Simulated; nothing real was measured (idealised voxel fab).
process module | voxel lift off
cross-section cut | 300 nm wide | cells 5 nm
A cross-section is a grid of square cells, given in bands from the top down. A band is one or more rows of cells.
Each band's line starts with the height of the band's top and of its bottom, in nm. Then come its materials from left to right, each with its width in nm. One material with "throughout" fills the band from edge to edge. "air" is empty space.
Height 0 is the level under which the wafer as received is all one material. The lowest band goes on downwards, as in "0 down".
A width such as "30 to 40" changes by the same amount from each row of cells to the next, from the band's top row to its bottom row.
"no change" after a step means that no cell of the cross-section changed.
closed voids: empty space of 8 cells or more with no open way to the top, each as width x height at its distance from the left edge, in nm
after a step's settings: what the simulator itself notes on the step
overlay nm, on a step with a mask: how far to the right of its planned place the mask lay; to the left if negative
plan
1 op RECEIVE | material Si
2 op CONFORMAL_DEP | material SiN | thk nm 15
3 op PATTERN | tone open | mask id LINES | material resist | width nm 30 | pitch nm 60 | thk nm 20 | overlay nm 0
4 op DIRECTIONAL_DEP | material Ru | thk nm 10
5 op STRIP | etch materials resist
6 op CONFORMAL_DEP | material SiCN | thk nm 10
as received, after step 1
  0 down: Si throughout
  closed voids: none
first wafer at the end, as planned
  35 to 25: air 65 | SiCN 50 | air 10 | SiCN 50 | air 10 | SiCN 50 | air 65
  25 to 15: SiCN 75 | Ru 30 | SiCN 30 | Ru 30 | SiCN 30 | Ru 30 | SiCN 75
  15 to 0: SiN throughout
  0 down: Si throughout
  closed voids: none
second wafer at the end: like start, like plan, one mistake
  35 to 25: air 70 | SiCN 40 | air 20 | SiCN 40 | air 20 | SiCN 40 | air 70
  25 to 15: SiCN 80 | Ru 20 | SiCN 40 | Ru 20 | SiCN 40 | Ru 20 | SiCN 80
  15 to 0: SiN throughout
  0 down: Si throughout
  closed voids: none
what went wrong: step 3 ran as: op PATTERN | tone open | mask id LINES | material resist | width nm 20 | pitch nm 60 | thk nm 20 | overlay nm 0
at the end the second wafer has, in cells: 12 fewer of Ru
